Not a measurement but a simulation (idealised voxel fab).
Documented hereafter: the process module known as voxel released beams.
The width of the displayed cross-section, cut, is 290 nm; its cells are square, with a size of 5 nm.
In what follows, cross-sections appear as grids of square cells, described through bands that run from the top down, where every band is one or more rows of cells. The entry gives the band's vertical extent as a top height and a bottom height in nm, then its horizontal make-up as materials from left to right, each with a width in nm. "blank" stands for empty space; a single material marked "all across" fills the band edge to edge. Heights are expressed relative to 0, this being the level below which the as-received wafer comprises one material exclusively. The lowest band is unbounded in the downward direction and is denoted as in "top 0, no bottom". You'd read "30 to 40" like this: the band's top row of cells is as wide as the first number, its bottom row is as wide as the second, and going down, every row changes width by the same amount as the row before did. Step marked "no alteration"? Then no cell in the cross-section changed in it. "Listed closed voids" enumerates empty spaces isolated from the top, with no open way to it, that contain at least 8 cells, giving each as width x height at distance from the left edge, all three in nm. Whatever follows a step's settings on its line is a remark the simulator itself makes about that step. You can add "overlay nm" to a step's line. For a step with a mask, it describes how far the mask lay to the right of its planned position, and a negative number describes a lay to the left.

### Listed below are the process steps as planned
1. RECEIVE,material Si
2. CONFORMAL_DEP,material SiN,thk nm 10
3. DIRECTIONAL_DEP,material SiO2,thk nm 10
4. MASKED_ETCH,tone open,mask id ANCHOR,width nm 45,etch materials SiO2,depth nm 10,overlay nm 0
5. CONFORMAL_DEP,material polySi,thk nm 15
6. MASKED_ETCH,tone cover,mask id BEAM,width nm 90,etch materials polySi,depth nm 15,overlay nm 0
7. STRIP,etch materials SiO2

### Wafer at receipt (post step 1), cross-section
  top 0, no bottom: Si all across
  Listed closed voids: none

### Module complete - cross-section of the first of two wafers, run according to plan
  top 35, bottom 25: 95 nm blank, 20 nm polySi, 15 nm blank, 55 nm polySi, 105 nm blank
  top 25, bottom 20: 95 nm blank, 90 nm polySi, 105 nm blank
  top 20, bottom 10: 100 nm blank, 45 nm polySi, 145 nm blank
  top 10, bottom 0: SiN all across
  top 0, no bottom: Si all across
  Listed closed voids: none

### What the second wafer looks like in cross-section once the module is done. Its start and its plan matched the first wafer's exactly; what differed was one mistake in how it was run
  top 35, bottom 25: 95 nm blank, 65 nm polySi, 130 nm blank
  top 25, bottom 20: 95 nm blank, 90 nm polySi, 105 nm blank
  top 20, bottom 10: 85 nm blank, 15 nm polySi, 45 nm SiO2, 40 nm polySi, 105 nm blank
  top 10, bottom 0: SiN all across
  top 0, no bottom: Si all across
  Listed closed voids: none
The mistake made against the process plan was this: step 4 was processed under conditions differing from the plan, specifically as MASKED_ETCH,tone cover,mask id ANCHOR,width nm 45,etch materials SiO2,depth nm 10,overlay nm 0
Cell-count delta at end, second wafer over first, by material: SiO2 +18
